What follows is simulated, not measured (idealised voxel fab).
The following process module bears the name voxel transistor to metal.
Displayed cross-section: cut, width of 160 nm, square cells sized 5 nm.
Throughout this document, each cross-section is represented as a grid of square cells and is presented as a sequence of bands enumerated from the top downward, where a band comprises one or more rows of cells. Each band's line starts with the height of the band's top and of its bottom, in nm. Then come its materials from left to right, each with its width in nm. One material with "edge to edge" fills the band from edge to edge. "air" is empty space. Below 0: as-received wafer, all one material; heights counted from there. Lowest band: no bottom, goes on down, written "0 down". A width given as "30 to 40" starts at the first number in the band's top row and ends at the second number in its bottom row, shifting by an equal amount at every step from row to row. Take "stayed the same" at face value: in the step it is given for, the cross-section changed in none of its cells. Empty spaces without an open route to the top, at least 8 cells in extent, make up the entry "Cavities, closed"; each is given as width x height at distance, where the distance is measured from the left edge, and all are in nm. It should be noted that, on the line of a given step, the content following the step's settings is a remark produced by the simulator itself with respect to that step. overlay nm, on a step with a mask: how far to the right of its planned place the mask lay; to the left if negative.

[Steps planned for the process]
- 1: RECEIVE,material Si
- 2: CONFORMAL_DEP,material SiO2,thk nm 5
- 3: CONFORMAL_DEP,material SiN,thk nm 10
- 4: MASKED_ETCH,tone cover,mask id ACTIVE,width nm 100,etch materials SiN,depth nm 10,overlay nm 0
- 5: MASKED_ETCH,tone cover,mask id ACTIVE,width nm 100,etch materials SiO2,depth nm 5,overlay nm 0
- 6: MASKED_ETCH,tone cover,mask id ACTIVE,width nm 100,etch materials Si,depth nm 20,overlay nm 0
- 7: OXIDIZE,depth nm 5
- 8: FILL_DEP,material SiO2,thk nm 5
- 9: CMP,height nm 15
- 10: SELECTIVE_ETCH,etch materials SiO2,depth nm 10
- 11: STRIP,etch materials SiN
- 12: SELECTIVE_ETCH,etch materials SiO2,depth nm 5
- 13: OXIDIZE,depth nm 5
- 14: DIRECTIONAL_DEP,material polySi,thk nm 20
- 15: DIRECTIONAL_DEP,material SiCN,thk nm 10
- 16: DIRECTIONAL_DEP,material aC,thk nm 15
- 17: PATTERN,tone cover,mask id GATE,material resist,width nm 30,thk nm 30,overlay nm 0
- 18: DIRECTIONAL_ETCH,etch materials aC,depth nm 15
- 19: STRIP,etch materials resist
- 20: DIRECTIONAL_ETCH,etch materials SiCN,depth nm 20
- 21: DIRECTIONAL_ETCH,etch materials polySi,depth nm 30
- 22: STRIP,etch materials aC
- 23: CONFORMAL_DEP,material SiO2,thk nm 5
- 24: DIRECTIONAL_ETCH,etch materials SiO2,depth nm 5
- 25: CONFORMAL_DEP,material SiN,thk nm 10
- 26: DIRECTIONAL_ETCH,etch materials SiN,depth nm 10
- 27: DIRECTIONAL_ETCH,etch materials SiO2,depth nm 5
- 28: DIRECTIONAL_ETCH,etch materials Si,depth nm 15
- 29: EPI,material SiGe,thk nm 20
- 30: FILL_DEP,material SiO2,thk nm 5
- 31: CMP,height nm 20
- 32: STRIP,etch materials polySi
- 33: SELECTIVE_ETCH,etch materials SiO2,depth nm 5
- 34: CONFORMAL_DEP,material HfO2,thk nm 5
- 35: CONFORMAL_DEP,material TiN,thk nm 5
- 36: FILL_DEP,material W,thk nm 5
- 37: CMP,height nm 15
- 38: DIRECTIONAL_DEP,material SiO2,thk nm 15
- 39: MASKED_ETCH,tone open,mask id CONTACT,width nm 15,pitch nm 75,etch materials SiO2,depth nm 15,overlay nm 0
- 40: CONFORMAL_DEP,material TiN,thk nm 5
- 41: FILL_DEP,material Ru,thk nm 10
- 42: CMP,height nm 30
- 43: DIRECTIONAL_DEP,material TiN,thk nm 5
- 44: DIRECTIONAL_DEP,material W,thk nm 15
- 45: DIRECTIONAL_DEP,material aC,thk nm 15
- 46: PATTERN,tone cover,mask id METAL_1,material resist,width nm 15,pitch nm 75,thk nm 30,overlay nm 0
- 47: DIRECTIONAL_ETCH,etch materials aC,depth nm 15
- 48: STRIP,etch materials resist
- 49: DIRECTIONAL_ETCH,etch materials W,depth nm 15
- 50: DIRECTIONAL_ETCH,etch materials TiN,depth nm 5
- 51: STRIP,etch materials aC
- 52: FILL_DEP,material lowk,thk nm 10
- 53: CMP,height nm 50
- 54: CONFORMAL_DEP,material SiN,thk nm 5

[So, the first of our two wafers, run just as we planned it]

[So this is the incoming wafer in cross-section - it's already been through step 1]
> 0 down | Si edge to edge
> Cavities, closed: none

[Cross-sectional representation of the wafer at the conclusion of step 2]
> 5 to 0 | SiO2 edge to edge
> Rest of section, below 0: as before.

[Cross-sectional representation of the wafer at the conclusion of step 3]
> 15 to 5 | SiN edge to edge
> Rest of section, below 5: as before.

[Cross-sectional representation of the wafer at the conclusion of step 4]
> 15 to 5 | air: 30 | SiN: 100 | air: 30
> Rest of section, below 5: as before.

[Cross-sectional representation of the wafer at the conclusion of step 5]
> 15 to 5 | air: 30 | SiN: 100 | air: 30
> 5 to 0 | air: 30 | SiO2: 100 | air: 30
> Rest of section, below 0: as before.

[Cross-sectional representation of the wafer at the conclusion of step 6]
> 15 to 5 | air: 30 | SiN: 100 | air: 30
> 5 to 0 | air: 30 | SiO2: 100 | air: 30
> 0 to -20 | air: 30 | Si: 100 | air: 30
> Rest of section, below -20: as before.

[Cross-sectional representation of the wafer at the conclusion of step 7]
> 15 to 5 | air: 30 | SiN: 100 | air: 30
> 5 to 0 | air: 30 | SiO2: 100 | air: 30
> 0 to -20 | air: 30 | SiO2: 5 | Si: 90 | SiO2: 5 | air: 30
> -20 to -25 | SiO2: 35 | Si: 90 | SiO2: 35
> Rest of section, below -25: as before.

[Cross-sectional representation of the wafer at the conclusion of step 8]
> 20 to 15 | SiO2 edge to edge
> 15 to 5 | SiO2: 30 | SiN: 100 | SiO2: 30
> 5 to 0 | SiO2 edge to edge
> 0 to -25 | SiO2: 35 | Si: 90 | SiO2: 35
> Rest of section, below -25: as before.

[Cross-sectional representation of the wafer at the conclusion of step 9]
> 15 to 5 | SiO2: 30 | SiN: 100 | SiO2: 30
> Rest of section, below 5: as before.

[Cross-sectional representation of the wafer at the conclusion of step 10]
> 15 to 5 | air: 30 | SiN: 100 | air: 30
> Rest of section, below 5: as before.

[Cross-sectional representation of the wafer at the conclusion of step 11]
> 5 to 0 | SiO2 edge to edge
> Rest of section, below 0: as before.

[Cross-sectional representation of the wafer at the conclusion of step 12]
> 0 to -25 | SiO2: 35 | Si: 90 | SiO2: 35
> Rest of section, below -25: as before.

[Cross-sectional representation of the wafer at the conclusion of step 13]
> 0 to -5 | SiO2 edge to edge
> Rest of section, below -5: as before.

[Cross-sectional representation of the wafer at the conclusion of step 14]
> 20 to 0 | polySi edge to edge
> Rest of section, below 0: as before.

[Cross-sectional representation of the wafer at the conclusion of step 15]
> 30 to 20 | SiCN edge to edge
> Rest of section, below 20: as before.

[Cross-sectional representation of the wafer at the conclusion of step 16]
> 45 to 30 | aC edge to edge
> Rest of section, below 30: as before.

[Cross-sectional representation of the wafer at the conclusion of step 17]
> 75 to 45 | air: 65 | resist: 30 | air: 65
> Rest of section, below 45: as before.

[Cross-sectional representation of the wafer at the conclusion of step 18]
> 60 to 45 | air: 65 | resist: 30 | air: 65
> 45 to 30 | air: 65 | aC: 30 | air: 65
> Rest of section, below 30: as before.

[Cross-sectional representation of the wafer at the conclusion of step 19]
> 45 to 30 | air: 65 | aC: 30 | air: 65
> Rest of section, below 30: as before.

[Cross-sectional representation of the wafer at the conclusion of step 20]
> 45 to 30 | air: 65 | aC: 30 | air: 65
> 30 to 20 | air: 65 | SiCN: 30 | air: 65
> Rest of section, below 20: as before.

[Cross-sectional representation of the wafer at the conclusion of step 21]
> 45 to 30 | air: 65 | aC: 30 | air: 65
> 30 to 20 | air: 65 | SiCN: 30 | air: 65
> 20 to 0 | air: 65 | polySi: 30 | air: 65
> Rest of section, below 0: as before.

[Cross-sectional representation of the wafer at the conclusion of step 22]
> 30 to 20 | air: 65 | SiCN: 30 | air: 65
> Rest of section, below 20: as before.

[Cross-sectional representation of the wafer at the conclusion of step 23]
> 35 to 30 | air: 60 | SiO2: 40 | air: 60
> 30 to 20 | air: 60 | SiO2: 5 | SiCN: 30 | SiO2: 5 | air: 60
> 20 to 5 | air: 60 | SiO2: 5 | polySi: 30 | SiO2: 5 | air: 60
> 5 to 0 | SiO2: 65 | polySi: 30 | SiO2: 65
> Rest of section, below 0: as before.

[Cross-sectional representation of the wafer at the conclusion of step 24]
> 30 to 20 | air: 60 | SiO2: 5 | SiCN: 30 | SiO2: 5 | air: 60
> 20 to 0 | air: 60 | SiO2: 5 | polySi: 30 | SiO2: 5 | air: 60
> Rest of section, below 0: as before.

[Cross-sectional representation of the wafer at the conclusion of step 25]
> 40 to 30 | air: 50 | SiN: 60 | air: 50
> 30 to 20 | air: 50 | SiN: 10 | SiO2: 5 | SiCN: 30 | SiO2: 5 | SiN: 10 | air: 50
> 20 to 10 | air: 50 | SiN: 10 | SiO2: 5 | polySi: 30 | SiO2: 5 | SiN: 10 | air: 50
> 10 to 0 | SiN: 60 | SiO2: 5 | polySi: 30 | SiO2: 5 | SiN: 60
> Rest of section, below 0: as before.

[Cross-sectional representation of the wafer at the conclusion of step 26]
> 30 to 20 | air: 50 | SiN: 10 | SiO2: 5 | SiCN: 30 | SiO2: 5 | SiN: 10 | air: 50
> 20 to 0 | air: 50 | SiN: 10 | SiO2: 5 | polySi: 30 | SiO2: 5 | SiN: 10 | air: 50
> Rest of section, below 0: as before.

[Cross-sectional representation of the wafer at the conclusion of step 27]
> 30 to 25 | air: 50 | SiN: 10 | air: 5 | SiCN: 30 | air: 5 | SiN: 10 | air: 50
> 25 to 20 | air: 50 | SiN: 10 | SiO2: 5 | SiCN: 30 | SiO2: 5 | SiN: 10 | air: 50
> 20 to 0 | air: 50 | SiN: 10 | SiO2: 5 | polySi: 30 | SiO2: 5 | SiN: 10 | air: 50
> 0 to -5 | air: 50 | SiO2: 60 | air: 50
> Rest of section, below -5: as before.

[Cross-sectional representation of the wafer at the conclusion of step 28]
> 30 to 25 | air: 50 | SiN: 10 | air: 5 | SiCN: 30 | air: 5 | SiN: 10 | air: 50
> 25 to 20 | air: 50 | SiN: 10 | SiO2: 5 | SiCN: 30 | SiO2: 5 | SiN: 10 | air: 50
> 20 to 0 | air: 50 | SiN: 10 | SiO2: 5 | polySi: 30 | SiO2: 5 | SiN: 10 | air: 50
> 0 to -5 | air: 50 | SiO2: 60 | air: 50
> -5 to -20 | SiO2: 35 | air: 15 | Si: 60 | air: 15 | SiO2: 35
> Rest of section, below -20: as before.

[Cross-sectional representation of the wafer at the conclusion of step 29]
> 30 to 25 | air: 50 | SiN: 10 | air: 5 | SiCN: 30 | air: 5 | SiN: 10 | air: 50
> 25 to 20 | air: 50 | SiN: 10 | SiO2: 5 | SiCN: 30 | SiO2: 5 | SiN: 10 | air: 50
> 20 to 15 | air: 50 | SiN: 10 | SiO2: 5 | polySi: 30 | SiO2: 5 | SiN: 10 | air: 50
> 15 to 0 | air: 30 | SiGe: 20 | SiN: 10 | SiO2: 5 | polySi: 30 | SiO2: 5 | SiN: 10 | SiGe: 20 | air: 30
> 0 to -5 | air: 30 | SiGe: 20 | SiO2: 60 | SiGe: 20 | air: 30
> -5 to -20 | SiO2: 35 | SiGe: 15 | Si: 60 | SiGe: 15 | SiO2: 35
> Rest of section, below -20: as before.

[Cross-sectional representation of the wafer at the conclusion of step 30]
> 35 to 30 | SiO2 edge to edge
> 30 to 20 | SiO2: 50 | SiN: 10 | SiO2: 5 | SiCN: 30 | SiO2: 5 | SiN: 10 | SiO2: 50
> 20 to 15 | SiO2: 50 | SiN: 10 | SiO2: 5 | polySi: 30 | SiO2: 5 | SiN: 10 | SiO2: 50
> 15 to 0 | SiO2: 30 | SiGe: 20 | SiN: 10 | SiO2: 5 | polySi: 30 | SiO2: 5 | SiN: 10 | SiGe: 20 | SiO2: 30
> 0 to -5 | SiO2: 30 | SiGe: 20 | SiO2: 60 | SiGe: 20 | SiO2: 30
> Rest of section, below -5: as before.

[Cross-sectional representation of the wafer at the conclusion of step 31]
> 20 to 15 | SiO2: 50 | SiN: 10 | SiO2: 5 | polySi: 30 | SiO2: 5 | SiN: 10 | SiO2: 50
> Rest of section, below 15: as before.

[Cross-sectional representation of the wafer at the conclusion of step 32]
> 20 to 15 | SiO2: 50 | SiN: 10 | SiO2: 5 | air: 30 | SiO2: 5 | SiN: 10 | SiO2: 50
> 15 to 0 | SiO2: 30 | SiGe: 20 | SiN: 10 | SiO2: 5 | air: 30 | SiO2: 5 | SiN: 10 | SiGe: 20 | SiO2: 30
> Rest of section, below 0: as before.

[Cross-sectional representation of the wafer at the conclusion of step 33]
> 20 to 15 | air: 50 | SiN: 10 | air: 40 | SiN: 10 | air: 50
> 15 to 0 | SiO2: 30 | SiGe: 20 | SiN: 10 | air: 40 | SiN: 10 | SiGe: 20 | SiO2: 30
> 0 to -5 | SiO2: 30 | SiGe: 20 | SiO2: 10 | air: 40 | SiO2: 10 | SiGe: 20 | SiO2: 30
> Rest of section, below -5: as before.

[Cross-sectional representation of the wafer at the conclusion of step 34]
> 25 to 20 | air: 45 | HfO2: 20 | air: 30 | HfO2: 20 | air: 45
> 20 to 15 | HfO2: 50 | SiN: 10 | HfO2: 5 | air: 30 | HfO2: 5 | SiN: 10 | HfO2: 50
> 15 to 0 | SiO2: 30 | SiGe: 20 | SiN: 10 | HfO2: 5 | air: 30 | HfO2: 5 | SiN: 10 | SiGe: 20 | SiO2: 30
> 0 to -5 | SiO2: 30 | SiGe: 20 | SiO2: 10 | HfO2: 40 | SiO2: 10 | SiGe: 20 | SiO2: 30
> Rest of section, below -5: as before.

[Cross-sectional representation of the wafer at the conclusion of step 35]
> 30 to 25 | air: 40 | TiN: 30 | air: 20 | TiN: 30 | air: 40
> 25 to 20 | TiN: 45 | HfO2: 20 | TiN: 5 | air: 20 | TiN: 5 | HfO2: 20 | TiN: 45
> 20 to 15 | HfO2: 50 | SiN: 10 | HfO2: 5 | TiN: 5 | air: 20 | TiN: 5 | HfO2: 5 | SiN: 10 | HfO2: 50
> 15 to 5 | SiO2: 30 | SiGe: 20 | SiN: 10 | HfO2: 5 | TiN: 5 | air: 20 | TiN: 5 | HfO2: 5 | SiN: 10 | SiGe: 20 | SiO2: 30
> 5 to 0 | SiO2: 30 | SiGe: 20 | SiN: 10 | HfO2: 5 | TiN: 30 | HfO2: 5 | SiN: 10 | SiGe: 20 | SiO2: 30
> Rest of section, below 0: as before.

[Cross-sectional representation of the wafer at the conclusion of step 36]
> 35 to 30 | W edge to edge
> 30 to 25 | W: 40 | TiN: 30 | W: 20 | TiN: 30 | W: 40
> 25 to 20 | TiN: 45 | HfO2: 20 | TiN: 5 | W: 20 | TiN: 5 | HfO2: 20 | TiN: 45
> 20 to 15 | HfO2: 50 | SiN: 10 | HfO2: 5 | TiN: 5 | W: 20 | TiN: 5 | HfO2: 5 | SiN: 10 | HfO2: 50
> 15 to 5 | SiO2: 30 | SiGe: 20 | SiN: 10 | HfO2: 5 | TiN: 5 | W: 20 | TiN: 5 | HfO2: 5 | SiN: 10 | SiGe: 20 | SiO2: 30
> Rest of section, below 5: as before.

[Cross-sectional representation of the wafer at the conclusion of step 37]
> 15 to 5 | SiO2: 30 | SiGe: 20 | SiN: 10 | HfO2: 5 | TiN: 5 | W: 20 | TiN: 5 | HfO2: 5 | SiN: 10 | SiGe: 20 | SiO2: 30
> Rest of section, below 5: as before.

[Cross-sectional representation of the wafer at the conclusion of step 38]
> 30 to 15 | SiO2 edge to edge
> Rest of section, below 15: as before.

[Cross-sectional representation of the wafer at the conclusion of step 39]
> 30 to 15 | SiO2: 35 | air: 15 | SiO2: 60 | air: 15 | SiO2: 35
> Rest of section, below 15: as before.

[Cross-sectional representation of the wafer at the conclusion of step 40]
> 35 to 30 | TiN: 40 | air: 5 | TiN: 70 | air: 5 | TiN: 40
> 30 to 20 | SiO2: 35 | TiN: 5 | air: 5 | TiN: 5 | SiO2: 60 | TiN: 5 | air: 5 | TiN: 5 | SiO2: 35
> 20 to 15 | SiO2: 35 | TiN: 15 | SiO2: 60 | TiN: 15 | SiO2: 35
> Rest of section, below 15: as before.

[Cross-sectional representation of the wafer at the conclusion of step 41]
> 45 to 35 | Ru edge to edge
> 35 to 30 | TiN: 40 | Ru: 5 | TiN: 70 | Ru: 5 | TiN: 40
> 30 to 20 | SiO2: 35 | TiN: 5 | Ru: 5 | TiN: 5 | SiO2: 60 | TiN: 5 | Ru: 5 | TiN: 5 | SiO2: 35
> Rest of section, below 20: as before.

[Cross-sectional representation of the wafer at the conclusion of step 42]
> 30 to 20 | SiO2: 35 | TiN: 5 | Ru: 5 | TiN: 5 | SiO2: 60 | TiN: 5 | Ru: 5 | TiN: 5 | SiO2: 35
> Rest of section, below 20: as before.

[Cross-sectional representation of the wafer at the conclusion of step 43]
> 35 to 30 | TiN edge to edge
> Rest of section, below 30: as before.

[Cross-sectional representation of the wafer at the conclusion of step 44]
> 50 to 35 | W edge to edge
> Rest of section, below 35: as before.

[Cross-sectional representation of the wafer at the conclusion of step 45]
> 65 to 50 | aC edge to edge
> Rest of section, below 50: as before.

[Cross-sectional representation of the wafer at the conclusion of step 46]
> 95 to 65 | air: 35 | resist: 15 | air: 60 | resist: 15 | air: 35
> Rest of section, below 65: as before.

[Cross-sectional representation of the wafer at the conclusion of step 47]
> 80 to 65 | air: 35 | resist: 15 | air: 60 | resist: 15 | air: 35
> 65 to 50 | air: 35 | aC: 15 | air: 60 | aC: 15 | air: 35
> Rest of section, below 50: as before.

[Cross-sectional representation of the wafer at the conclusion of step 48]
> 65 to 50 | air: 35 | aC: 15 | air: 60 | aC: 15 | air: 35
> Rest of section, below 50: as before.

[Cross-sectional representation of the wafer at the conclusion of step 49]
> 65 to 50 | air: 35 | aC: 15 | air: 60 | aC: 15 | air: 35
> 50 to 35 | air: 35 | W: 15 | air: 60 | W: 15 | air: 35
> Rest of section, below 35: as before.

[Cross-sectional representation of the wafer at the conclusion of step 50]
> 65 to 50 | air: 35 | aC: 15 | air: 60 | aC: 15 | air: 35
> 50 to 35 | air: 35 | W: 15 | air: 60 | W: 15 | air: 35
> 35 to 30 | air: 35 | TiN: 15 | air: 60 | TiN: 15 | air: 35
> Rest of section, below 30: as before.

[Cross-sectional representation of the wafer at the conclusion of step 51]
> 50 to 35 | air: 35 | W: 15 | air: 60 | W: 15 | air: 35
> Rest of section, below 35: as before.

[Cross-sectional representation of the wafer at the conclusion of step 52]
> 60 to 50 | lowk edge to edge
> 50 to 35 | lowk: 35 | W: 15 | lowk: 60 | W: 15 | lowk: 35
> 35 to 30 | lowk: 35 | TiN: 15 | lowk: 60 | TiN: 15 | lowk: 35
> Rest of section, below 30: as before.

[Cross-sectional representation of the wafer at the conclusion of step 53]
> 50 to 35 | lowk: 35 | W: 15 | lowk: 60 | W: 15 | lowk: 35
> Rest of section, below 35: as before.

[Cross-sectional representation of the wafer at the conclusion of step 54]
> 55 to 50 | SiN edge to edge
> Rest of section, below 50: as before.

[Second wafer: same start and same plan as the first, one execution error; identical to the first through step 45]

[Cross-section of the second wafer corresponding to the planned conclusion of step 46]
> 95 to 65 | air: 35 | resist: 20 | air: 55 | resist: 20 | air: 30
> Rest of section, below 65: as before.

[Cross-section of the second wafer corresponding to the planned conclusion of step 47]
> 80 to 65 | air: 35 | resist: 20 | air: 55 | resist: 20 | air: 30
> 65 to 50 | air: 35 | aC: 20 | air: 55 | aC: 20 | air: 30
> Rest of section, below 50: as before.

[Cross-section of the second wafer corresponding to the planned conclusion of step 48]
> 65 to 50 | air: 35 | aC: 20 | air: 55 | aC: 20 | air: 30
> Rest of section, below 50: as before.

[Cross-section of the second wafer corresponding to the planned conclusion of step 49]
> 65 to 50 | air: 35 | aC: 20 | air: 55 | aC: 20 | air: 30
> 50 to 35 | air: 35 | W: 20 | air: 55 | W: 20 | air: 30
> Rest of section, below 35: as before.

[Cross-section of the second wafer corresponding to the planned conclusion of step 50]
> 65 to 50 | air: 35 | aC: 20 | air: 55 | aC: 20 | air: 30
> 50 to 35 | air: 35 | W: 20 | air: 55 | W: 20 | air: 30
> 35 to 30 | air: 35 | TiN: 20 | air: 55 | TiN: 20 | air: 30
> Rest of section, below 30: as before.

[Cross-section of the second wafer corresponding to the planned conclusion of step 51]
> 50 to 35 | air: 35 | W: 20 | air: 55 | W: 20 | air: 30
> Rest of section, below 35: as before.

[Cross-section of the second wafer corresponding to the planned conclusion of step 52]
> 60 to 50 | lowk edge to edge
> 50 to 35 | lowk: 35 | W: 20 | lowk: 55 | W: 20 | lowk: 30
> 35 to 30 | lowk: 35 | TiN: 20 | lowk: 55 | TiN: 20 | lowk: 30
> Rest of section, below 30: as before.

[Cross-section of the second wafer corresponding to the planned conclusion of step 53]
> 50 to 35 | lowk: 35 | W: 20 | lowk: 55 | W: 20 | lowk: 30
> Rest of section, below 35: as before.

[Cross-section of the second wafer corresponding to the planned conclusion of step 54]
> 55 to 50 | SiN edge to edge
> Rest of section, below 50: as before.
What went wrong in running the wafer? step 46 deviated from plan and actually ran as PATTERN,tone cover,mask id METAL_1,material resist,width nm 20,pitch nm 75,thk nm 30,overlay nm 0
Heads up, by the end the second wafer has more or fewer cells of some materials compared to the first: 2 more of TiN; 6 more of W; 8 fewer of lowk
